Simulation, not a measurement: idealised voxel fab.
Name of the process module below: voxel wiring stack
In the cross-section labelled cut, the width is 205 nm and each square cell is 5 nm.
A cross-section in this document is a grid of square cells, and it is written down as bands, the top band listed before the ones below it; a band is made up of one or more rows of cells. A band entry consists of two parts. The first gives the height of the band's top and the height of its bottom, in nm. The rest lists the band's materials from left to right, each with its width in nm. A single material labelled with the word "full width" fills the band from edge to edge, and the word "empty" marks empty space. Heights are measured from 0, the level below which the as-received wafer is all one material; the lowest band has no bottom and continues downward, written as in "from 0 down". Graded width ("30..40"): value in top row of band = first number; value in bottom row = second number; row-to-row change constant. The designation "no alteration", where it is given for a processing step, indicates that no cell of the cross-section was altered in the course of that step. "Sealed internal cavities" - sealed voids, min. 8 cells, no opening to top; format: width x height at distance (distance from left edge; nm throughout). The remark found on a step's line after its settings is issued by the simulator itself and pertains to that step. "overlay nm" answers the question of how far to the right of plan the mask lay on a step that has a mask, and when it is negative the answer is to the left.

Process steps - plan
- 1: RECEIVE | material Si
- 2: CONFORMAL_DEP | material SiO2 | thk nm 10
- 3: CONFORMAL_DEP | material SiCN | thk nm 5
- 4: DIRECTIONAL_DEP | material SiO2 | thk nm 25
- 5: PATTERN | tone open | mask id METAL_1 | material resist | width nm 25 | pitch nm 40 | thk nm 15 | overlay nm 0
- 6: DIRECTIONAL_ETCH | etch materials SiO2 | depth nm 25
- 7: DIRECTIONAL_ETCH | etch materials SiCN | depth nm 5
- 8: STRIP | etch materials resist
- 9: CONFORMAL_DEP | material TiN | thk nm 5
- 10: FILL_DEP | material Cu | thk nm 5
- 11: CMP | height nm 40
- 12: EPI | material Ru | thk nm 5
- 13: FILL_DEP | material SiCN | thk nm 5
- 14: DIRECTIONAL_DEP | material SiO2 | thk nm 10
- 15: MASKED_ETCH | tone open | mask id PLUG_1 | width nm 15 | pitch nm 40 | etch materials SiO2 | depth nm 10 | overlay nm 0
- 16: MASKED_ETCH | tone open | mask id PLUG_1 | width nm 15 | pitch nm 40 | etch materials SiCN | depth nm 5 | overlay nm 0
- 17: EPI | material Ru | thk nm 10
- 18: EPI | material Ru | thk nm 5
- 19: CONFORMAL_DEP | material SiN | thk nm 5
- 20: DIRECTIONAL_DEP | material SiO2 | thk nm 25
- 21: MASKED_ETCH | tone open | mask id METAL_2 | width nm 25 | pitch nm 40 | etch materials SiO2 | depth nm 25 | overlay nm 0
- 22: MASKED_ETCH | tone open | mask id METAL_2 | width nm 25 | pitch nm 40 | etch materials SiN | depth nm 5 | overlay nm 0
- 23: CONFORMAL_DEP | material TiN | thk nm 5
- 24: FILL_DEP | material Cu | thk nm 5
- 25: CMP | height nm 90
- 26: CONFORMAL_DEP | material SiCN | thk nm 5
- 27: DIRECTIONAL_DEP | material lowk | thk nm 15
- 28: MASKED_ETCH | tone open | mask id PLUG_2 | width nm 15 | pitch nm 40 | etch materials lowk | depth nm 15 | overlay nm 0
- 29: MASKED_ETCH | tone open | mask id PLUG_2 | width nm 15 | pitch nm 40 | etch materials SiCN | depth nm 5 | overlay nm 0
- 30: EPI | material Ru | thk nm 10
- 31: EPI | material Ru | thk nm 10
- 32: CONFORMAL_DEP | material SiCN | thk nm 5
- 33: DIRECTIONAL_DEP | material lowk | thk nm 20
- 34: DIRECTIONAL_DEP | material aC | thk nm 15
- 35: PATTERN | tone open | mask id METAL_3 | material resist | width nm 25 | pitch nm 40 | thk nm 35 | overlay nm 0
- 36: DIRECTIONAL_ETCH | etch materials aC | depth nm 15
- 37: STRIP | etch materials resist
- 38: DIRECTIONAL_ETCH | etch materials lowk | depth nm 20
- 39: DIRECTIONAL_ETCH | etch materials SiCN | depth nm 5
- 40: STRIP | etch materials aC
- 41: CONFORMAL_DEP | material TiN | thk nm 5
- 42: FILL_DEP | material Cu | thk nm 10
- 43: CMP | height nm 135
- 44: CONFORMAL_DEP | material SiN | thk nm 5

Cross-section of the wafer upon arrival, representing the state reached after step 1
- from 0 down: Si full width
- Sealed internal cavities: none

Same starting wafer, same plan as above, one mistake in the execution; this is the cross-section at the end of the module
- from 140 to 135: SiN full width
- from 135 to 130: SiCN (30), then TiN (25), then SiCN (15), then TiN (25), then SiCN (15), then TiN (25), then SiCN (15), then TiN (25), then SiCN (30)
- from 130 to 110: lowk full width
- from 110 to 95: lowk (30), then Ru (15), then lowk (25), then Ru (15), then lowk (25), then Ru (15), then lowk (25), then Ru (15), then lowk (40)
- from 95 to 90: SiCN (30), then Ru (15), then SiCN (25), then Ru (15), then SiCN (25), then Ru (15), then SiCN (25), then Ru (15), then SiCN (40)
- from 90 to 65: SiO2 (30), then TiN (5), then Cu (15), then TiN (5), then SiO2 (15), then TiN (5), then Cu (15), then TiN (5), then SiO2 (15), then TiN (5), then Cu (15), then TiN (5), then SiO2 (15), then TiN (5), then Cu (15), then TiN (5), then SiO2 (30)
- from 65 to 60: SiN (30), then TiN (25), then SiN (15), then TiN (25), then SiN (15), then TiN (25), then SiN (15), then TiN (25), then SiN (30)
- from 60 to 50: SiO2 (30), then Ru (15), then SiO2 (25), then Ru (15), then SiO2 (25), then Ru (15), then SiO2 (25), then Ru (15), then SiO2 (40)
- from 50 to 40: SiCN (30..25), then Ru (15..35), then SiCN (25..5), then Ru (15..35), then SiCN (25..5), then Ru (15..35), then SiCN (25..5), then Ru (15..35), then SiCN (40..25)
- from 40 to 15: SiO2 (30), then TiN (5), then Cu (15), then TiN (5), then SiO2 (15), then TiN (5), then Cu (15), then TiN (5), then SiO2 (15), then TiN (5), then Cu (15), then TiN (5), then SiO2 (15), then TiN (5), then Cu (15), then TiN (5), then SiO2 (30)
- from 15 to 10: SiCN (30), then TiN (25), then SiCN (15), then TiN (25), then SiCN (15), then TiN (25), then SiCN (15), then TiN (25), then SiCN (30)
- from 10 to 0: SiO2 full width
- from 0 down: Si full width
- Sealed internal cavities: none
The mistake made against the process plan was this: swap of plan steps 32 and 33 during execution
